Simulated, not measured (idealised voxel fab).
process module | voxel fin reveal
cross-section cut | 165 nm wide | cells 5 nm
A cross-section is a grid of square cells, given in bands from the top down. A band is one or more rows of cells.
Each band's line starts with the height of the band's top and of its bottom, in nm. Then come its materials from left to right, each with its width in nm. One material with "throughout" fills the band from edge to edge. "air" is empty space.
Height 0 is the level under which the wafer as received is all one material. The lowest band goes on downwards, as in "0 down".
A width such as "30 to 40" changes by the same amount from each row of cells to the next, from the band's top row to its bottom row.
"no change" after a step means that no cell of the cross-section changed.
closed voids: empty space of 8 cells or more with no open way to the top, each as width x height at its distance from the left edge, in nm
after a step's settings: what the simulator itself notes on the step
overlay nm, on a step with a mask: how far to the right of its planned place the mask lay; to the left if negative
plan
1 op RECEIVE | material Si
2 op CONFORMAL_DEP | material SiN | thk nm 10
3 op DIRECTIONAL_DEP | material aC | thk nm 10
4 op PATTERN | tone cover | mask id FINS | material resist | width nm 15 | pitch nm 40 | thk nm 25 | overlay nm 0
5 op DIRECTIONAL_ETCH | etch materials aC | depth nm 10
6 op STRIP | etch materials resist
7 op DIRECTIONAL_ETCH | etch materials SiN | depth nm 10
8 op DIRECTIONAL_ETCH | etch materials Si | depth nm 35
9 op STRIP | etch materials aC
10 op OXIDIZE | depth nm 5
11 op FILL_DEP | material SiO2 | thk nm 10
12 op CMP | height nm 10
13 op SELECTIVE_ETCH | etch materials SiO2 | depth nm 35
14 op STRIP | etch materials SiN
15 op CONFORMAL_DEP | material HfO2 | thk nm 5
as received, after step 1
  0 down: Si throughout
  closed voids: none
first wafer at the end, as planned
  5 to 0: air 15 | HfO2 15 | air 25 | HfO2 15 | air 25 | HfO2 15 | air 25 | HfO2 15 | air 15
  0 to -20: air 15 | HfO2 5 | Si 5 | HfO2 5 | air 25 | HfO2 5 | Si 5 | HfO2 5 | air 25 | HfO2 5 | Si 5 | HfO2 5 | air 25 | HfO2 5 | Si 5 | HfO2 5 | air 15
  -20 to -25: HfO2 20 | Si 5 | HfO2 35 | Si 5 | HfO2 35 | Si 5 | HfO2 35 | Si 5 | HfO2 20
  -25 to -40: SiO2 20 | Si 5 | SiO2 35 | Si 5 | SiO2 35 | Si 5 | SiO2 35 | Si 5 | SiO2 20
  -40 down: Si throughout
  closed voids: none
second wafer at the end: like start, like plan, one mistake
  15 to 5: HfO2 20 | air 5 | HfO2 35 | air 5 | HfO2 35 | air 5 | HfO2 35 | air 5 | HfO2 20
  5 to 0: HfO2 throughout
  0 to -35: HfO2 15 | SiO2 5 | Si 5 | SiO2 5 | HfO2 25 | SiO2 5 | Si 5 | SiO2 5 | HfO2 25 | SiO2 5 | Si 5 | SiO2 5 | HfO2 25 | SiO2 5 | Si 5 | SiO2 5 | HfO2 15
  -35 to -40: SiO2 20 | Si 5 | SiO2 35 | Si 5 | SiO2 35 | Si 5 | SiO2 35 | Si 5 | SiO2 20
  -40 down: Si throughout
  closed voids: none
what went wrong: step 11 ran as: op FILL_DEP | material HfO2 | thk nm 10
at the end the second wafer has, in cells: 165 more of HfO2 | 2 fewer of SiO2
